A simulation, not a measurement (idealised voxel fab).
Name of the process module below: voxel self aligned contacts
Section cut is 215 nm wide and gridded with 5 nm square cells.
The cross-sections in this document take the form of a grid made of square cells. They are written out as bands, in order from top to bottom. Each band consists of one or more rows of cells. Basically the band line says how high the top is and how high the bottom is, in nm, and then what's in it from left to right, every material with its width in nm. Empty space shows up as "empty", and if a single material carries "full width" it runs the full band edge to edge. For the purposes of this specification, 0 denotes the height below which the wafer in its as-received condition is composed wholly of one material, and the lowermost band, lacking a lower limit, extends downward without end, as expressed in "0..down". It should be noted that a width expressed as "30->40" varies in equal increments from row to row of cells within the band, taking the value of the first number at the top row and that of the second number at the bottom row. It should be understood that the words "nothing got changed", when stated for a given step, signify that the cross-section underwent no change in any of its cells during that step. In the "Sealed cavities" entry, you get each enclosed empty space of 8 cells or more, one with no open way to the top, written width x height at distance, distance from the left edge, in nm. Text after the settings on a step's line: the simulator's own remark on that step. overlay nm: for a step with a mask, the amount by which the mask lay right of where it was planned; a negative amount means left of it.
# Steps planned for the process
| 1 | op RECEIVE | material Si |
| 2 | op OXIDIZE | depth nm 5 |
| 3 | op DIRECTIONAL_DEP | material polySi | thk nm 20 |
| 4 | op DIRECTIONAL_DEP | material SiN | thk nm 20 |
| 5 | op PATTERN | tone cover | mask id GATE | material resist | width nm 25 | pitch nm 60 | thk nm 20 | overlay nm 0 |
| 6 | op DIRECTIONAL_ETCH | etch materials SiN | depth nm 20 |
| 7 | op DIRECTIONAL_ETCH | etch materials polySi | depth nm 20 |
| 8 | op STRIP | etch materials resist |
| 9 | op CONFORMAL_DEP | material SiN | thk nm 10 |
| 10 | op DIRECTIONAL_ETCH | etch materials SiN | depth nm 10 |
| 11 | op FILL_DEP | material SiO2 | thk nm 15 |
| 12 | op CMP | height nm 45 |
| 13 | op DIRECTIONAL_DEP | material aC | thk nm 15 |
| 14 | op PATTERN | tone open | mask id CONTACT | material resist | width nm 45 | pitch nm 60 | thk nm 35 | overlay nm 0 |
| 15 | op DIRECTIONAL_ETCH | etch materials aC | depth nm 15 |
| 16 | op STRIP | etch materials resist |
| 17 | op DIRECTIONAL_ETCH | etch materials SiO2 | depth nm 50 |
| 18 | op STRIP | etch materials aC |
| 19 | op CONFORMAL_DEP | material TiN | thk nm 5 |
| 20 | op FILL_DEP | material W | thk nm 5 |
| 21 | op CMP | height nm 45 |
| 22 | op CONFORMAL_DEP | material SiN | thk nm 5 |
# Wafer as received: cross-section following step 1
	0..down | Si full width
	Sealed cavities: none
# Cross-section, end of module. Start: as above. Plan: as above. Execution: one mistake
	50..45 | aC full width
	45..40 | SiO2 55 / TiN 20 / W 5 / TiN 20 / SiO2 15 / TiN 20 / W 5 / TiN 20 / SiO2 55
	40..20 | SiO2 25 / SiN 45 / TiN 5 / W 5 / TiN 5 / SiN 45 / TiN 5 / W 5 / TiN 5 / SiN 45 / SiO2 25
	20..0 | SiO2 25 / SiN 10 / polySi 25 / SiN 10 / TiN 5 / W 5 / TiN 5 / SiN 10 / polySi 25 / SiN 10 / TiN 5 / W 5 / TiN 5 / SiN 10 / polySi 25 / SiN 10 / SiO2 25
	0..-5 | SiO2 70 / TiN 15 / SiO2 45 / TiN 15 / SiO2 70
	-5..down | Si full width
	Sealed cavities: none
What was the processing mistake? the process deviated at step 22: the operation and settings actually run there were op CONFORMAL_DEP | material aC | thk nm 5
